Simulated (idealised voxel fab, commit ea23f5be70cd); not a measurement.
A process module follows: voxel ribs on slabs.
Cross-section cut spans 185 nm and uses square cells 5 nm in size.
Throughout this document, each cross-section is represented as a grid of square cells and is presented as a sequence of bands enumerated from the top downward, where a band comprises one or more rows of cells.
Quick guide to a band line: top height, bottom height (nm) up front; then every material left to right with its width in nm. Only one material and it's marked "full width"? Then it fills the band edge to edge. And "blank" just means empty space.
Height datum 0, below which the as-received substrate wafer is one material. Lowest band open at the bottom, running downward: "0 nm and below".
When a width is written as two numbers, as in "30 to 40", the first number is the width in the top row of cells of the band and the second is the width in its bottom row, and the width changes by the same amount from each row to the next.
"no change" -> step changed no cross-section cell.
The list in "Closed void catalog" covers empty spaces of 8 cells or more that cannot reach the top through any open way, and it gives each as width x height at distance; the distance is from the left edge, and width, height and distance are in nm.
Whatever follows a step's settings on its line is a remark the simulator itself makes about that step.
overlay nm: step with mask; distance mask lay right of planned place; negative value = left of planned place.

The following list gives the planned process steps
- 1: RECEIVE, material Si
- 2: DIRECTIONAL_DEP, material SiO2, thk nm 20
- 3: DIRECTIONAL_DEP, material SiN, thk nm 15
- 4: PATTERN, tone cover, mask id RIB, material resist, width nm 15, thk nm 20, overlay nm 0
- 5: DIRECTIONAL_ETCH, etch materials SiN, depth nm 5
- 6: STRIP, etch materials resist
- 7: DIRECTIONAL_DEP, material aC, thk nm 10
- 8: PATTERN, tone cover, mask id SLAB, material resist, width nm 65, thk nm 30, overlay nm 0
- 9: DIRECTIONAL_ETCH, etch materials aC, depth nm 10
- 10: STRIP, etch materials resist
- 11: DIRECTIONAL_ETCH, etch materials SiN, depth nm 10
- 12: STRIP, etch materials aC
- 13: FILL_DEP, material SiO2, thk nm 20
- 14: CMP, height nm 50
- 15: DIRECTIONAL_DEP, material TiN, thk nm 5
- 16: DIRECTIONAL_DEP, material aC, thk nm 15
- 17: PATTERN, tone cover, mask id HEATER, material resist, width nm 25, thk nm 30, overlay nm 0
- 18: DIRECTIONAL_ETCH, etch materials aC, depth nm 15
- 19: STRIP, etch materials resist
- 20: DIRECTIONAL_ETCH, etch materials TiN, depth nm 5
- 21: STRIP, etch materials aC
- 22: CONFORMAL_DEP, material SiO2, thk nm 5

Account of the first of two wafers, which was processed as intended

Received-state cross-section, reflecting completion of step 1
> 0 nm and below: Si full width
> Closed void catalog: none

Cross-section through the wafer, step 2 finished
> 20 nm to 0 nm: SiO2 full width
> Under the height 0 nothing was changed.

Cross-section through the wafer, step 3 finished
> 35 nm to 20 nm: SiN full width
> Under the height 20 nothing was changed.

Cross-section through the wafer, step 4 finished
> 55 nm to 35 nm: 85 blank, 15 resist, 85 blank
> Under the height 35 nothing was changed.

Cross-section through the wafer, step 5 finished
> 55 nm to 35 nm: 85 blank, 15 resist, 85 blank
> 35 nm to 30 nm: 85 blank, 15 SiN, 85 blank
> Under the height 30 nothing was changed.

Cross-section through the wafer, step 6 finished
> 35 nm to 30 nm: 85 blank, 15 SiN, 85 blank
> Under the height 30 nothing was changed.

Cross-section through the wafer, step 7 finished
> 45 nm to 40 nm: 85 blank, 15 aC, 85 blank
> 40 nm to 35 nm: aC full width
> 35 nm to 30 nm: 85 aC, 15 SiN, 85 aC
> Under the height 30 nothing was changed.

Cross-section through the wafer, step 8 finished
> 75 nm to 45 nm: 60 blank, 65 resist, 60 blank
> 45 nm to 40 nm: 60 blank, 25 resist, 15 aC, 25 resist, 60 blank
> Under the height 40 nothing was changed.

Cross-section through the wafer, step 9 finished
> 65 nm to 45 nm: 60 blank, 65 resist, 60 blank
> 45 nm to 40 nm: 60 blank, 25 resist, 15 aC, 25 resist, 60 blank
> 40 nm to 35 nm: 60 blank, 65 aC, 60 blank
> 35 nm to 30 nm: 60 blank, 25 aC, 15 SiN, 25 aC, 60 blank
> Under the height 30 nothing was changed.

Cross-section through the wafer, step 10 finished
> 45 nm to 35 nm: 85 to 60 blank, 15 to 65 aC, 85 to 60 blank
> Under the height 35 nothing was changed.

Cross-section through the wafer, step 11 finished
> 45 nm to 35 nm: 85 to 60 blank, 15 to 65 aC, 85 to 60 blank
> 35 nm to 30 nm: 60 blank, 25 aC, 15 SiN, 25 aC, 60 blank
> 30 nm to 20 nm: 60 blank, 65 SiN, 60 blank
> Under the height 20 nothing was changed.

Cross-section through the wafer, step 12 finished
> 35 nm to 30 nm: 85 blank, 15 SiN, 85 blank
> Under the height 30 nothing was changed.

Cross-section through the wafer, step 13 finished
> 55 nm to 35 nm: SiO2 full width
> 35 nm to 30 nm: 85 SiO2, 15 SiN, 85 SiO2
> 30 nm to 20 nm: 60 SiO2, 65 SiN, 60 SiO2
> Under the height 20 nothing was changed.

Cross-section through the wafer, step 14 finished
> 50 nm to 35 nm: SiO2 full width
> Under the height 35 nothing was changed.

Cross-section through the wafer, step 15 finished
> 55 nm to 50 nm: TiN full width
> Under the height 50 nothing was changed.

Cross-section through the wafer, step 16 finished
> 70 nm to 55 nm: aC full width
> Under the height 55 nothing was changed.

Cross-section through the wafer, step 17 finished
> 100 nm to 70 nm: 80 blank, 25 resist, 80 blank
> Under the height 70 nothing was changed.

Cross-section through the wafer, step 18 finished
> 85 nm to 70 nm: 80 blank, 25 resist, 80 blank
> 70 nm to 55 nm: 80 blank, 25 aC, 80 blank
> Under the height 55 nothing was changed.

Cross-section through the wafer, step 19 finished
> 70 nm to 55 nm: 80 blank, 25 aC, 80 blank
> Under the height 55 nothing was changed.

Cross-section through the wafer, step 20 finished
> 70 nm to 55 nm: 80 blank, 25 aC, 80 blank
> 55 nm to 50 nm: 80 blank, 25 TiN, 80 blank
> Under the height 50 nothing was changed.

Cross-section through the wafer, step 21 finished
> 55 nm to 50 nm: 80 blank, 25 TiN, 80 blank
> Under the height 50 nothing was changed.

Cross-section through the wafer, step 22 finished
> 60 nm to 55 nm: 75 blank, 35 SiO2, 75 blank
> 55 nm to 50 nm: 80 SiO2, 25 TiN, 80 SiO2
> Under the height 50 nothing was changed.

The second wafer began exactly as the first did and followed the same plan, but one mistake was made while running it; through step 5 inclusive, the two wafers are identical

Planned end of step 6: second wafer, cross-section
> 65 nm to 55 nm: 85 blank, 15 aC, 85 blank
> 55 nm to 40 nm: 85 blank, 15 resist, 85 blank
> 40 nm to 35 nm: 85 aC, 15 resist, 85 aC
> 35 nm to 30 nm: 85 aC, 15 SiN, 85 aC
> Under the height 30 nothing was changed.

Planned end of step 7: second wafer, cross-section
> 40 nm to 35 nm: 85 aC, 15 blank, 85 aC
> Under the height 35 nothing was changed.

Planned end of step 8: second wafer, cross-section
> 70 nm to 40 nm: 60 blank, 65 resist, 60 blank
> 40 nm to 35 nm: 85 aC, 15 resist, 85 aC
> Under the height 35 nothing was changed.

Planned end of step 9: second wafer, cross-section
> 60 nm to 40 nm: 60 blank, 65 resist, 60 blank
> 40 nm to 35 nm: 60 blank, 25 aC, 15 resist, 25 aC, 60 blank
> 35 nm to 30 nm: 60 blank, 25 aC, 15 SiN, 25 aC, 60 blank
> Under the height 30 nothing was changed.

Planned end of step 10: second wafer, cross-section
> 40 nm to 35 nm: 60 blank, 25 aC, 15 blank, 25 aC, 60 blank
> Under the height 35 nothing was changed.

Planned end of step 11: second wafer, cross-section
> 40 nm to 30 nm: 60 blank, 25 aC, 15 blank, 25 aC, 60 blank
> 30 nm to 25 nm: 60 blank, 25 SiN, 15 blank, 25 SiN, 60 blank
> 25 nm to 20 nm: 60 blank, 65 SiN, 60 blank
> Under the height 20 nothing was changed.

Planned end of step 12: second wafer, cross-section
> 30 nm to 25 nm: 60 blank, 25 SiN, 15 blank, 25 SiN, 60 blank
> Under the height 25 nothing was changed.

Planned end of step 13: second wafer, cross-section
> 50 nm to 30 nm: SiO2 full width
> 30 nm to 25 nm: 60 SiO2, 25 SiN, 15 SiO2, 25 SiN, 60 SiO2
> 25 nm to 20 nm: 60 SiO2, 65 SiN, 60 SiO2
> Under the height 20 nothing was changed.

Planned end of step 14: second wafer, cross-section: no change

Planned end of step 15: second wafer, cross-section
> 55 nm to 50 nm: TiN full width
> Under the height 50 nothing was changed.

Planned end of step 16: second wafer, cross-section
> 70 nm to 55 nm: aC full width
> Under the height 55 nothing was changed.

Planned end of step 17: second wafer, cross-section
> 100 nm to 70 nm: 80 blank, 25 resist, 80 blank
> Under the height 70 nothing was changed.

Planned end of step 18: second wafer, cross-section
> 85 nm to 70 nm: 80 blank, 25 resist, 80 blank
> 70 nm to 55 nm: 80 blank, 25 aC, 80 blank
> Under the height 55 nothing was changed.

Planned end of step 19: second wafer, cross-section
> 70 nm to 55 nm: 80 blank, 25 aC, 80 blank
> Under the height 55 nothing was changed.

Planned end of step 20: second wafer, cross-section
> 70 nm to 55 nm: 80 blank, 25 aC, 80 blank
> 55 nm to 50 nm: 80 blank, 25 TiN, 80 blank
> Under the height 50 nothing was changed.

Planned end of step 21: second wafer, cross-section
> 55 nm to 50 nm: 80 blank, 25 TiN, 80 blank
> Under the height 50 nothing was changed.

Planned end of step 22: second wafer, cross-section
> 60 nm to 55 nm: 75 blank, 35 SiO2, 75 blank
> 55 nm to 50 nm: 80 SiO2, 25 TiN, 80 SiO2
> Under the height 50 nothing was changed.
It is concluded that the wafer was processed incorrectly with respect to the plan, in that contrary to the plan, steps 6 and 7 were processed in exchanged order
Counted in cells at the end, the second wafer holds more or fewer of these materials than the first: -6 SiN, +6 SiO2
